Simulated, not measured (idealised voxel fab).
The document below concerns the process module designated voxel wiring stack.
This is section cut - it's 240 nm across, gridded in 5 nm square cells.
Cross-section spec: square-cell grid; bands listed top down; each band is one or more rows.
Band: top height; bottom height; in nm. Then, left to right: material with width in nm, for each material. "edge to edge": a single material spanning edge to edge. "air": empty space.
The reference from which all heights are counted is 0, the level beneath which the as-received wafer is entirely one material; the lowest band, having no lower bound, proceeds downward and is written after the example "z 0 and below".
It should be noted that a width expressed as "30->40" varies in equal increments from row to row of cells within the band, taking the value of the first number at the top row and that of the second number at the bottom row.
No cell of the cross-section changed in a step that is given as "all unchanged".
"Enclosed void entries" enumerates empty spaces isolated from the top, with no open way to it, that contain at least 8 cells, giving each as width x height at distance from the left edge, all three in nm.
Past the settings on a step's line: simulator remark, on that step.
What "overlay nm" on a step's line means: if the step has a mask, that mask lay this far to the right of its planned place, or, when the value is negative, to the left.

-- This section lists the process steps that were planned
step 1: RECEIVE, material Si
step 2: CONFORMAL_DEP, material SiO2, thk nm 15
step 3: CONFORMAL_DEP, material SiN, thk nm 5
step 4: DIRECTIONAL_DEP, material lowk, thk nm 20
step 5: MASKED_ETCH, tone open, mask id METAL_1, width nm 30, pitch nm 50, etch materials lowk, depth nm 20, overlay nm 0
step 6: MASKED_ETCH, tone open, mask id METAL_1, width nm 30, pitch nm 50, etch materials SiN, depth nm 5, overlay nm 0
step 7: CONFORMAL_DEP, material TiN, thk nm 5
step 8: FILL_DEP, material Cu, thk nm 5
step 9: CMP, height nm 40
step 10: CONFORMAL_DEP, material SiCN, thk nm 5
step 11: DIRECTIONAL_DEP, material SiO2, thk nm 35
step 12: DIRECTIONAL_DEP, material aC, thk nm 15
step 13: PATTERN, tone open, mask id METAL_2, material resist, width nm 30, pitch nm 50, thk nm 35, overlay nm 0
step 14: DIRECTIONAL_ETCH, etch materials aC, depth nm 15
step 15: STRIP, etch materials resist
step 16: DIRECTIONAL_ETCH, etch materials SiO2, depth nm 20
step 17: STRIP, etch materials aC
step 18: MASKED_ETCH, tone open, mask id METAL_2_HOLES, width nm 15, pitch nm 50, etch materials SiO2, depth nm 15, overlay nm 0
step 19: MASKED_ETCH, tone open, mask id METAL_2_HOLES, width nm 15, pitch nm 50, etch materials SiCN, depth nm 5, overlay nm 0
step 20: CONFORMAL_DEP, material TiN, thk nm 5
step 21: FILL_DEP, material Cu, thk nm 10
step 22: CMP, height nm 80
step 23: CONFORMAL_DEP, material SiCN, thk nm 5
step 24: DIRECTIONAL_DEP, material SiO2, thk nm 30
step 25: DIRECTIONAL_DEP, material aC, thk nm 15
step 26: PATTERN, tone open, mask id METAL_3_HOLES, material resist, width nm 15, thk nm 30, overlay nm 0
step 27: DIRECTIONAL_ETCH, etch materials aC, depth nm 15
step 28: STRIP, etch materials resist
step 29: DIRECTIONAL_ETCH, etch materials SiO2, depth nm 30
step 30: STRIP, etch materials aC
step 31: DIRECTIONAL_DEP, material aC, thk nm 10
step 32: PATTERN, tone open, mask id METAL_3, material resist, width nm 30, pitch nm 50, thk nm 25, overlay nm 0
step 33: DIRECTIONAL_ETCH, etch materials aC, depth nm 10
step 34: STRIP, etch materials resist
step 35: DIRECTIONAL_ETCH, etch materials SiO2, depth nm 15
step 36: DIRECTIONAL_ETCH, etch materials SiCN, depth nm 5
step 37: STRIP, etch materials aC
step 38: CONFORMAL_DEP, material TiN, thk nm 5
step 39: FILL_DEP, material Cu, thk nm 10
step 40: CMP, height nm 115
step 41: CONFORMAL_DEP, material SiCN, thk nm 5

-- Cross-section of the wafer at receipt, which is the condition after step 1
- z 0 and below: Si edge to edge
- Enclosed void entries: none

-- Cross-section, end of module. Start: as above. Plan: as above. Execution: one mistake
- z 120 to 115: SiCN edge to edge
- z 115 to 105: Cu edge to edge
- z 105 to 100: 75 Cu  25 TiN  140 Cu
- z 100 to 90: 75 Cu  5 TiN  15 SiO2  5 TiN  140 Cu
- z 90 to 85: 80 TiN  15 SiO2  5 TiN  5 Cu  30 TiN  20 Cu  85 TiN
- z 85 to 80: 95 SiCN  15 TiN  20 SiCN  30 TiN  80 SiCN
- z 80 to 65: 80 SiO2  5 TiN  20 Cu  5 TiN  20 SiO2  5 TiN  20 Cu  5 TiN  80 SiO2
- z 65 to 60: 80 SiO2  5 TiN  5 Cu  20 TiN  20 SiO2  5 TiN  5 Cu  20 TiN  80 SiO2
- z 60 to 45: 80 SiO2  5 TiN  5 Cu  5 TiN  35 SiO2  5 TiN  5 Cu  5 TiN  95 SiO2
- z 45 to 40: 80 SiCN  15 TiN  35 SiCN  15 TiN  95 SiCN
- z 40 to 20: 80 lowk  5 TiN  20 Cu  5 TiN  20 lowk  5 TiN  20 Cu  5 TiN  80 lowk
- z 20 to 15: 80 SiN  30 TiN  20 SiN  30 TiN  80 SiN
- z 15 to 0: SiO2 edge to edge
- z 0 and below: Si edge to edge
- Enclosed void entries: none
what went wrong: step 26 ran with different settings than intended, the actual operation and settings being PATTERN, tone cover, mask id METAL_3_HOLES, material resist, width nm 15, thk nm 30, overlay nm 0
